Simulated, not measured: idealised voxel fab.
Documented hereafter: the process module known as voxel wiring stack.
Xsec cut, 215 nm wide, square cell size 5 nm.
Cross-section spec: square-cell grid; bands listed top down; each band is one or more rows.
Look at the band entry: it leads with the top's height and the bottom's height in nm. Then it lists the materials left to right, with a width in nm for each. The word "everywhere" on a single material says that material fills the band edge to edge. The word "blank" is empty space.
Heads up on the height convention: 0 is the point under which the incoming wafer is all one material, and the lowest band has no bottom, it just keeps going down, like "0 down".
The width entry "30..40" should be interpreted row by row: the top row of cells in the band takes the first number, the bottom row takes the second number, and the change between adjacent rows is uniform throughout.
The designation "identical to before", where it is given for a processing step, indicates that no cell of the cross-section was altered in the course of that step.
The entry titled "Voids, enclosed" provides the empty spaces that have no open way to the top, restricted to those of 8 cells or more. Each is presented as width x height at distance, the distance being measured from the left edge, with all three in nm.
Formally, on a step line, whatever follows the settings is a remark that the simulator itself makes on the step.
overlay nm: mask offset rightward from planned place, masked step; negative means leftward offset.
# This section lists the process steps that were planned
| 1 | RECEIVE | material Si |
| 2 | CONFORMAL_DEP | material SiO2 | thk nm 15 |
| 3 | CONFORMAL_DEP | material SiCN | thk nm 5 |
| 4 | DIRECTIONAL_DEP | material SiO2 | thk nm 25 |
| 5 | PATTERN | tone open | mask id METAL_1 | material resist | width nm 20 | pitch nm 45 | thk nm 15 | overlay nm 0 |
| 6 | DIRECTIONAL_ETCH | etch materials SiO2 | depth nm 25 |
| 7 | DIRECTIONAL_ETCH | etch materials SiCN | depth nm 5 |
| 8 | STRIP | etch materials resist |
| 9 | CONFORMAL_DEP | material TiN | thk nm 5 |
| 10 | FILL_DEP | material W | thk nm 10 |
| 11 | CMP | height nm 45 |
| 12 | CONFORMAL_DEP | material SiCN | thk nm 5 |
| 13 | DIRECTIONAL_DEP | material lowk | thk nm 10 |
| 14 | PATTERN | tone open | mask id PLUG_1 | material resist | width nm 15 | pitch nm 90 | thk nm 20 | overlay nm 0 |
| 15 | DIRECTIONAL_ETCH | etch materials lowk | depth nm 10 |
| 16 | DIRECTIONAL_ETCH | etch materials SiCN | depth nm 5 |
| 17 | STRIP | etch materials resist |
| 18 | CONFORMAL_DEP | material TiN | thk nm 5 |
| 19 | FILL_DEP | material Cu | thk nm 5 |
| 20 | CMP | height nm 60 |
| 21 | CONFORMAL_DEP | material SiCN | thk nm 5 |
| 22 | DIRECTIONAL_DEP | material lowk | thk nm 20 |
| 23 | DIRECTIONAL_DEP | material aC | thk nm 15 |
| 24 | PATTERN | tone open | mask id METAL_2 | material resist | width nm 20 | pitch nm 45 | thk nm 30 | overlay nm 0 |
| 25 | DIRECTIONAL_ETCH | etch materials aC | depth nm 15 |
| 26 | STRIP | etch materials resist |
| 27 | DIRECTIONAL_ETCH | etch materials lowk | depth nm 20 |
| 28 | DIRECTIONAL_ETCH | etch materials SiCN | depth nm 5 |
| 29 | STRIP | etch materials aC |
| 30 | CONFORMAL_DEP | material TiN | thk nm 5 |
| 31 | FILL_DEP | material Ru | thk nm 10 |
| 32 | CMP | height nm 85 |
| 33 | CONFORMAL_DEP | material SiCN | thk nm 5 |
| 34 | DIRECTIONAL_DEP | material SiO2 | thk nm 30 |
| 35 | PATTERN | tone open | mask id METAL_3 | material resist | width nm 15 | pitch nm 45 | thk nm 20 | overlay nm 0 |
| 36 | DIRECTIONAL_ETCH | etch materials SiO2 | depth nm 20 |
| 37 | STRIP | etch materials resist |
| 38 | MASKED_ETCH | tone open | mask id METAL_3_HOLES | width nm 15 | pitch nm 90 | etch materials SiO2 | depth nm 10 | overlay nm 0 |
| 39 | MASKED_ETCH | tone open | mask id METAL_3_HOLES | width nm 15 | pitch nm 90 | etch materials SiCN | depth nm 5 | overlay nm 0 |
| 40 | CONFORMAL_DEP | material TiN | thk nm 5 |
| 41 | FILL_DEP | material Cu | thk nm 5 |
| 42 | CMP | height nm 120 |
| 43 | CONFORMAL_DEP | material SiCN | thk nm 5 |
Be aware that, although all wafers share a common starting state, the width nm at step 35 differs among them, and the plan displays the first wafer's value.
# As received, i.e. after step 1: cross-section through the first of several wafers
    0 down: Si everywhere
    Voids, enclosed: none
# The rows of the table below are wafers. Looking at the end of the module, a row counts, for every material, the cells the wafer has gained, shown as (+), or lost, shown as (-), since it was received; its closed voids come next
width nm 15; +15 Cu; +24 Ru; +181 SiCN; +494 SiO2; +133 TiN; +30 W; +198 lowk; Voids, enclosed: none
width nm 20; +28 Cu; +24 Ru; +179 SiCN; +482 SiO2; +134 TiN; +30 W; +198 lowk; Voids, enclosed: none
width nm 25; +37 Cu; +24 Ru; +179 SiCN; +470 SiO2; +137 TiN; +30 W; +198 lowk; Voids, enclosed: none
width nm 30; +46 Cu; +24 Ru; +179 SiCN; +458 SiO2; +140 TiN; +30 W; +198 lowk; Voids, enclosed: none
